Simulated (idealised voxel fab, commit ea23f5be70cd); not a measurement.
Documented hereafter: the process module known as voxel spacer lines.
Square cells of 5 nm make up the cross-section cut, whose width is 230 nm.
For the purposes of this document, a cross-section shall be understood as a grid of square cells, specified as bands listed in top-to-bottom order, each band consisting of one or more rows of cells. It is stipulated that each band's entry specify, in nanometres, the height of the top of the band and then that of its bottom, followed by the materials of the band in left-to-right sequence, each together with its width in nanometres. A single material marked by the word "edge to edge" is understood to fill the band from edge to edge; the word "blank" is understood to denote empty space. The level at which height equals 0 is the one under which the wafer, as it arrives, is entirely one material. No lower edge exists for the bottom band, which continues downward and is notated as in "from 0 down". Width spec "30->40" -> top row of cells at first value, bottom row at second value, equal per-row change in between. No cell of the cross-section changed in a step that is given as "everything unchanged". For the entry "Enclosed voids", the listed items are empty spaces with no open way to the top whose size is 8 cells or more; each item follows the pattern width x height at distance, where distance is from the left edge and all three are in nm. Anything after a step's settings on that line? It's the simulator's own note about the step. The setting "overlay nm" may be written on the line of a step. When the step uses a mask, the value reports how far to the right of the planned place the mask lay, and a negative value reports that it lay to the left.

# Process steps (planned)
step 1: RECEIVE, material Si
step 2: CONFORMAL_DEP, material Al2O3, thk nm 5
step 3: DIRECTIONAL_DEP, material SiN, thk nm 15
step 4: DIRECTIONAL_DEP, material aC, thk nm 25
step 5: PATTERN, tone cover, mask id MANDREL, material resist, width nm 25, pitch nm 80, thk nm 30, overlay nm 0
step 6: DIRECTIONAL_ETCH, etch materials aC, depth nm 25
step 7: STRIP, etch materials resist
step 8: CONFORMAL_DEP, material SiO2, thk nm 15
step 9: DIRECTIONAL_ETCH, etch materials SiO2, depth nm 15
step 10: STRIP, etch materials aC
step 11: DIRECTIONAL_ETCH, etch materials SiN, depth nm 15
step 12: STRIP, etch materials SiO2

# Received-state cross-section, reflecting completion of step 1
from 0 down  Si edge to edge
Enclosed voids: none

# What the wafer looks like in cross-section after this module, when it starts as shown above and follows the plan above but one mistake is made in running it
from 15 to 0  blank (45), then SiN (15), then blank (25), then SiN (15), then blank (25), then SiN (15), then blank (25), then SiN (15), then blank (50)
from 0 down  Si edge to edge
Enclosed voids: none
Error vs. plan: step 2 from the plan never happened, it was just skipped
